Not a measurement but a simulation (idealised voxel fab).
The following process module bears the name voxel capacitor over wiring.
The cross-section shown here is cut; it is 200 nm wide and divided into square cells measuring 5 nm on a side.
How to read a cross-section here: the picture is a grid of square cells, written as bands going from the top down, and any band can span one or more rows of cells. Top height, bottom height, nm. Materials left to right, width each, nm. Single material + "full width" = fills band edge to edge. "air" = empty. All heights in this document are referenced to 0, defined as the level beneath which the wafer, as received, consists entirely of one material. The lowest band is not bounded below; it extends indefinitely downward and is written in the form "0..down". Per-row width for "30..40": begins at first number (top row of band), ends at second number (bottom row), increment between rows held constant. Reading "no modifications" for a step: not a cell of the cross-section changed in it. "Unvented cavities" means: voids of 8 cells or more that are shut off from the top with no open way through. Written width x height at distance, distance from the left edge, in nm. Post-settings text on a step line: simulator's own remark regarding the step. "overlay nm" answers the question of how far to the right of plan the mask lay on a step that has a mask, and when it is negative the answer is to the left.

# Listed below are the process steps as planned
- 1: RECEIVE, material Si
- 2: CONFORMAL_DEP, material SiO2, thk nm 15
- 3: DIRECTIONAL_DEP, material TiN, thk nm 5
- 4: DIRECTIONAL_DEP, material Ru, thk nm 25
- 5: PATTERN, tone cover, mask id METAL_1, material resist, width nm 25, pitch nm 85, thk nm 20, overlay nm 0
- 6: DIRECTIONAL_ETCH, etch materials Ru, depth nm 25
- 7: DIRECTIONAL_ETCH, etch materials TiN, depth nm 5
- 8: STRIP, etch materials resist
- 9: FILL_DEP, material SiO2, thk nm 10
- 10: CMP, height nm 45
- 11: CONFORMAL_DEP, material SiCN, thk nm 5
- 12: DIRECTIONAL_DEP, material lowk, thk nm 20
- 13: MASKED_ETCH, tone open, mask id PLUG_1, width nm 15, etch materials lowk, depth nm 20, overlay nm 0
- 14: MASKED_ETCH, tone open, mask id PLUG_1, width nm 15, etch materials SiCN, depth nm 5, overlay nm 0
- 15: EPI, material Ru, thk nm 10
- 16: EPI, material Ru, thk nm 10
- 17: EPI, material Ru, thk nm 5
- 18: DIRECTIONAL_DEP, material TiN, thk nm 10
- 19: DIRECTIONAL_DEP, material HfO2, thk nm 5
- 20: DIRECTIONAL_DEP, material TiN, thk nm 10
- 21: DIRECTIONAL_DEP, material aC, thk nm 10
- 22: PATTERN, tone cover, mask id UPPER_PLATE, material resist, width nm 65, thk nm 30, overlay nm 0
- 23: DIRECTIONAL_ETCH, etch materials aC, depth nm 10
- 24: STRIP, etch materials resist
- 25: DIRECTIONAL_ETCH, etch materials TiN, depth nm 10
- 26: DIRECTIONAL_ETCH, etch materials HfO2, depth nm 5
- 27: STRIP, etch materials aC
- 28: DIRECTIONAL_DEP, material aC, thk nm 15
- 29: PATTERN, tone cover, mask id LOWER_PLATE, material resist, width nm 75, thk nm 35, overlay nm 0
- 30: DIRECTIONAL_ETCH, etch materials aC, depth nm 15
- 31: STRIP, etch materials resist
- 32: DIRECTIONAL_ETCH, etch materials TiN, depth nm 10
- 33: STRIP, etch materials aC
- 34: FILL_DEP, material SiO2, thk nm 20
- 35: CMP, height nm 110
- 36: PATTERN, tone open, mask id PLUG_2, material resist, width nm 15, thk nm 15, overlay nm 0
- 37: DIRECTIONAL_ETCH, etch materials SiO2, depth nm 15
- 38: STRIP, etch materials resist
- 39: CONFORMAL_DEP, material TiN, thk nm 5
- 40: FILL_DEP, material Ru, thk nm 10
- 41: CMP, height nm 110
- 42: CONFORMAL_DEP, material SiN, thk nm 5

# Account of the first of two wafers, which was processed as intended

# Cross-section of the wafer upon arrival, representing the state reached after step 1
> 0..down: Si full width
> Unvented cavities: none

# Once step 2 is through, the wafer looks like this in cross-section
> 15..0: SiO2 full width
> Everything below 0 is unchanged.

# Once step 3 is through, the wafer looks like this in cross-section
> 20..15: TiN full width
> Everything below 15 is unchanged.

# Once step 4 is through, the wafer looks like this in cross-section
> 45..20: Ru full width
> Everything below 20 is unchanged.

# Once step 5 is through, the wafer looks like this in cross-section
> 65..45: air=45 | resist=25 | air=60 | resist=25 | air=45
> Everything below 45 is unchanged.

# Once step 6 is through, the wafer looks like this in cross-section
> 65..45: air=45 | resist=25 | air=60 | resist=25 | air=45
> 45..20: air=45 | Ru=25 | air=60 | Ru=25 | air=45
> Everything below 20 is unchanged.

# Once step 7 is through, the wafer looks like this in cross-section
> 65..45: air=45 | resist=25 | air=60 | resist=25 | air=45
> 45..20: air=45 | Ru=25 | air=60 | Ru=25 | air=45
> 20..15: air=45 | TiN=25 | air=60 | TiN=25 | air=45
> Everything below 15 is unchanged.

# Once step 8 is through, the wafer looks like this in cross-section
> 45..20: air=45 | Ru=25 | air=60 | Ru=25 | air=45
> Everything below 20 is unchanged.

# Once step 9 is through, the wafer looks like this in cross-section
> 55..45: SiO2 full width
> 45..20: SiO2=45 | Ru=25 | SiO2=60 | Ru=25 | SiO2=45
> 20..15: SiO2=45 | TiN=25 | SiO2=60 | TiN=25 | SiO2=45
> Everything below 15 is unchanged.

# Once step 10 is through, the wafer looks like this in cross-section
> 45..20: SiO2=45 | Ru=25 | SiO2=60 | Ru=25 | SiO2=45
> Everything below 20 is unchanged.

# Once step 11 is through, the wafer looks like this in cross-section
> 50..45: SiCN full width
> Everything below 45 is unchanged.

# Once step 12 is through, the wafer looks like this in cross-section
> 70..50: lowk full width
> Everything below 50 is unchanged.

# Once step 13 is through, the wafer looks like this in cross-section
> 70..50: lowk=55 | air=15 | lowk=130
> Everything below 50 is unchanged.

# Once step 14 is through, the wafer looks like this in cross-section
> 70..50: lowk=55 | air=15 | lowk=130
> 50..45: SiCN=55 | air=15 | SiCN=130
> Everything below 45 is unchanged.

# Once step 15 is through, the wafer looks like this in cross-section
> 70..55: lowk=55 | air=15 | lowk=130
> 55..50: lowk=55 | Ru=15 | lowk=130
> 50..45: SiCN=55 | Ru=15 | SiCN=130
> Everything below 45 is unchanged.

# Once step 16 is through, the wafer looks like this in cross-section
> 70..65: lowk=55 | air=15 | lowk=130
> 65..50: lowk=55 | Ru=15 | lowk=130
> Everything below 50 is unchanged.

# Once step 17 is through, the wafer looks like this in cross-section
> 70..50: lowk=55 | Ru=15 | lowk=130
> Everything below 50 is unchanged.

# Once step 18 is through, the wafer looks like this in cross-section
> 80..70: TiN full width
> Everything below 70 is unchanged.

# Once step 19 is through, the wafer looks like this in cross-section
> 85..80: HfO2 full width
> Everything below 80 is unchanged.

# Once step 20 is through, the wafer looks like this in cross-section
> 95..85: TiN full width
> Everything below 85 is unchanged.

# Once step 21 is through, the wafer looks like this in cross-section
> 105..95: aC full width
> Everything below 95 is unchanged.

# Once step 22 is through, the wafer looks like this in cross-section
> 135..105: air=55 | resist=65 | air=80
> Everything below 105 is unchanged.

# Once step 23 is through, the wafer looks like this in cross-section
> 125..105: air=55 | resist=65 | air=80
> 105..95: air=55 | aC=65 | air=80
> Everything below 95 is unchanged.

# Once step 24 is through, the wafer looks like this in cross-section
> 105..95: air=55 | aC=65 | air=80
> Everything below 95 is unchanged.

# Once step 25 is through, the wafer looks like this in cross-section
> 105..95: air=55 | aC=65 | air=80
> 95..85: air=55 | TiN=65 | air=80
> Everything below 85 is unchanged.

# Once step 26 is through, the wafer looks like this in cross-section
> 105..95: air=55 | aC=65 | air=80
> 95..85: air=55 | TiN=65 | air=80
> 85..80: air=55 | HfO2=65 | air=80
> Everything below 80 is unchanged.

# Once step 27 is through, the wafer looks like this in cross-section
> 95..85: air=55 | TiN=65 | air=80
> Everything below 85 is unchanged.

# Once step 28 is through, the wafer looks like this in cross-section
> 110..95: air=55 | aC=65 | air=80
> 95..85: aC=55 | TiN=65 | aC=80
> 85..80: aC=55 | HfO2=65 | aC=80
> Everything below 80 is unchanged.

# Once step 29 is through, the wafer looks like this in cross-section
> 145..110: air=50 | resist=75 | air=75
> 110..95: air=50 | resist=5 | aC=65 | resist=5 | air=75
> Everything below 95 is unchanged.

# Once step 30 is through, the wafer looks like this in cross-section
> 130..110: air=50 | resist=75 | air=75
> 110..95: air=50 | resist=5 | aC=65 | resist=5 | air=75
> 95..85: air=50 | aC=5 | TiN=65 | aC=5 | air=75
> 85..80: air=50 | aC=5 | HfO2=65 | aC=5 | air=75
> Everything below 80 is unchanged.

# Once step 31 is through, the wafer looks like this in cross-section
> 110..95: air=55 | aC=65 | air=80
> Everything below 95 is unchanged.

# Once step 32 is through, the wafer looks like this in cross-section
> 110..95: air=55 | aC=65 | air=80
> 95..85: air=50 | aC=5 | TiN=65 | aC=5 | air=75
> 85..80: air=50 | aC=5 | HfO2=65 | aC=5 | air=75
> 80..70: air=50 | TiN=75 | air=75
> Everything below 70 is unchanged.

# Once step 33 is through, the wafer looks like this in cross-section
> 95..85: air=55 | TiN=65 | air=80
> 85..80: air=55 | HfO2=65 | air=80
> Everything below 80 is unchanged.

# Once step 34 is through, the wafer looks like this in cross-section
> 115..95: SiO2 full width
> 95..85: SiO2=55 | TiN=65 | SiO2=80
> 85..80: SiO2=55 | HfO2=65 | SiO2=80
> 80..70: SiO2=50 | TiN=75 | SiO2=75
> Everything below 70 is unchanged.

# Once step 35 is through, the wafer looks like this in cross-section
> 110..95: SiO2 full width
> Everything below 95 is unchanged.

# Once step 36 is through, the wafer looks like this in cross-section
> 125..110: resist=65 | air=15 | resist=120
> Everything below 110 is unchanged.

# Once step 37 is through, the wafer looks like this in cross-section
> 125..110: resist=65 | air=15 | resist=120
> 110..95: SiO2=65 | air=15 | SiO2=120
> Everything below 95 is unchanged.

# Once step 38 is through, the wafer looks like this in cross-section
> 110..95: SiO2=65 | air=15 | SiO2=120
> Everything below 95 is unchanged.

# Once step 39 is through, the wafer looks like this in cross-section
> 115..110: TiN=70 | air=5 | TiN=125
> 110..100: SiO2=65 | TiN=5 | air=5 | TiN=5 | SiO2=120
> 100..95: SiO2=65 | TiN=15 | SiO2=120
> Everything below 95 is unchanged.

# Once step 40 is through, the wafer looks like this in cross-section
> 125..115: Ru full width
> 115..110: TiN=70 | Ru=5 | TiN=125
> 110..100: SiO2=65 | TiN=5 | Ru=5 | TiN=5 | SiO2=120
> Everything below 100 is unchanged.

# Once step 41 is through, the wafer looks like this in cross-section
> 110..100: SiO2=65 | TiN=5 | Ru=5 | TiN=5 | SiO2=120
> Everything below 100 is unchanged.

# Once step 42 is through, the wafer looks like this in cross-section
> 115..110: SiN full width
> Everything below 110 is unchanged.

# Second wafer, same starting state and plan as the first, one mistake in the run, identical through step 11

# when step 12 should have ended
> 80..50: lowk full width
> Everything below 50 is unchanged.

# when step 13 should have ended
> 80..60: lowk=55 | air=15 | lowk=130
> Everything below 60 is unchanged.

when step 14 should have ended: no modifications

when step 15 should have ended: no modifications

when step 16 should have ended: no modifications

when step 17 should have ended: no modifications

# when step 18 should have ended
> 90..80: TiN=55 | air=15 | TiN=130
> 80..70: lowk=55 | air=15 | lowk=130
> 70..60: lowk=55 | TiN=15 | lowk=130
> Everything below 60 is unchanged.

# when step 19 should have ended
> 95..90: HfO2=55 | air=15 | HfO2=130
> 90..80: TiN=55 | air=15 | TiN=130
> 80..75: lowk=55 | air=15 | lowk=130
> 75..70: lowk=55 | HfO2=15 | lowk=130
> Everything below 70 is unchanged.

# when step 20 should have ended
> 105..95: TiN=55 | air=15 | TiN=130
> 95..90: HfO2=55 | air=15 | HfO2=130
> 90..85: TiN=55 | air=15 | TiN=130
> 85..80: TiN full width
> 80..75: lowk=55 | TiN=15 | lowk=130
> Everything below 75 is unchanged.

# when step 21 should have ended
> 115..105: aC=55 | air=15 | aC=130
> 105..95: TiN=55 | air=15 | TiN=130
> 95..90: HfO2=55 | aC=15 | HfO2=130
> 90..85: TiN=55 | aC=15 | TiN=130
> Everything below 85 is unchanged.

# when step 22 should have ended
> 145..115: air=55 | resist=65 | air=80
> 115..105: aC=55 | resist=15 | aC=130
> 105..95: TiN=55 | resist=15 | TiN=130
> Everything below 95 is unchanged.

# when step 23 should have ended
> 135..115: air=55 | resist=65 | air=80
> 115..105: air=55 | resist=15 | aC=50 | air=80
> Everything below 105 is unchanged.

# when step 24 should have ended
> 115..105: air=70 | aC=50 | air=80
> 105..95: TiN=55 | air=15 | TiN=130
> Everything below 95 is unchanged.

# when step 25 should have ended
> 115..105: air=70 | aC=50 | air=80
> 105..95: air=70 | TiN=50 | air=80
> Everything below 95 is unchanged.

# when step 26 should have ended
> 115..105: air=70 | aC=50 | air=80
> 105..95: air=70 | TiN=50 | air=80
> 95..90: air=55 | aC=15 | HfO2=50 | air=80
> Everything below 90 is unchanged.

# when step 27 should have ended
> 105..95: air=70 | TiN=50 | air=80
> 95..90: air=70 | HfO2=50 | air=80
> 90..85: TiN=55 | air=15 | TiN=130
> Everything below 85 is unchanged.

# when step 28 should have ended
> 120..105: air=70 | aC=50 | air=80
> 105..100: aC=55 | air=15 | TiN=50 | aC=80
> 100..95: aC=70 | TiN=50 | aC=80
> 95..90: aC=70 | HfO2=50 | aC=80
> 90..85: TiN=55 | aC=15 | TiN=130
> Everything below 85 is unchanged.

# when step 29 should have ended
> 155..120: air=50 | resist=75 | air=75
> 120..105: air=50 | resist=20 | aC=50 | resist=5 | air=75
> 105..100: aC=55 | resist=15 | TiN=50 | aC=80
> Everything below 100 is unchanged.

# when step 30 should have ended
> 140..120: air=50 | resist=75 | air=75
> 120..105: air=50 | resist=20 | aC=50 | resist=5 | air=75
> 105..100: air=50 | aC=5 | resist=15 | TiN=50 | aC=5 | air=75
> 100..95: air=50 | aC=20 | TiN=50 | aC=5 | air=75
> 95..90: air=50 | aC=20 | HfO2=50 | aC=5 | air=75
> Everything below 90 is unchanged.

# when step 31 should have ended
> 120..105: air=70 | aC=50 | air=80
> 105..100: air=50 | aC=5 | air=15 | TiN=50 | aC=5 | air=75
> Everything below 100 is unchanged.

# when step 32 should have ended
> 120..105: air=70 | aC=50 | air=80
> 105..100: air=50 | aC=5 | air=15 | TiN=50 | aC=5 | air=75
> 100..95: air=50 | aC=20 | TiN=50 | aC=5 | air=75
> 95..90: air=50 | aC=20 | HfO2=50 | aC=5 | air=75
> 90..85: air=50 | TiN=5 | aC=15 | TiN=55 | air=75
> 85..80: air=50 | TiN=75 | air=75
> Everything below 80 is unchanged.

# when step 33 should have ended
> 105..95: air=70 | TiN=50 | air=80
> 95..90: air=70 | HfO2=50 | air=80
> 90..85: air=50 | TiN=5 | air=15 | TiN=55 | air=75
> Everything below 85 is unchanged.

# when step 34 should have ended
> 125..105: SiO2 full width
> 105..95: SiO2=70 | TiN=50 | SiO2=80
> 95..90: SiO2=70 | HfO2=50 | SiO2=80
> 90..85: SiO2=50 | TiN=5 | SiO2=15 | TiN=55 | SiO2=75
> 85..80: SiO2=50 | TiN=75 | SiO2=75
> Everything below 80 is unchanged.

# when step 35 should have ended
> 110..105: SiO2 full width
> Everything below 105 is unchanged.

# when step 36 should have ended
> 125..110: resist=65 | air=15 | resist=120
> Everything below 110 is unchanged.

# when step 37 should have ended
> 125..110: resist=65 | air=15 | resist=120
> 110..105: SiO2=65 | air=15 | SiO2=120
> 105..95: SiO2=65 | air=5 | TiN=50 | SiO2=80
> Everything below 95 is unchanged.

# when step 38 should have ended
> 110..105: SiO2=65 | air=15 | SiO2=120
> Everything below 105 is unchanged.

# when step 39 should have ended
> 115..110: TiN=70 | air=5 | TiN=125
> 110..105: SiO2=65 | TiN=15 | SiO2=120
> 105..95: SiO2=65 | TiN=55 | SiO2=80
> Everything below 95 is unchanged.

# when step 40 should have ended
> 125..115: Ru full width
> 115..110: TiN=70 | Ru=5 | TiN=125
> Everything below 110 is unchanged.

# when step 41 should have ended
> 110..105: SiO2=65 | TiN=15 | SiO2=120
> Everything below 105 is unchanged.

# when step 42 should have ended
> 115..110: SiN full width
> Everything below 110 is unchanged.
Deviation from plan: step 12: run off-plan, actual operation and settings DIRECTIONAL_DEP, material lowk, thk nm 30
Upon completion, the second wafer contains, in terms of cells, a greater or smaller amount of certain materials than the first wafer: Ru -17 | SiCN +3 | SiO2 -64 | TiN -2 | lowk +80
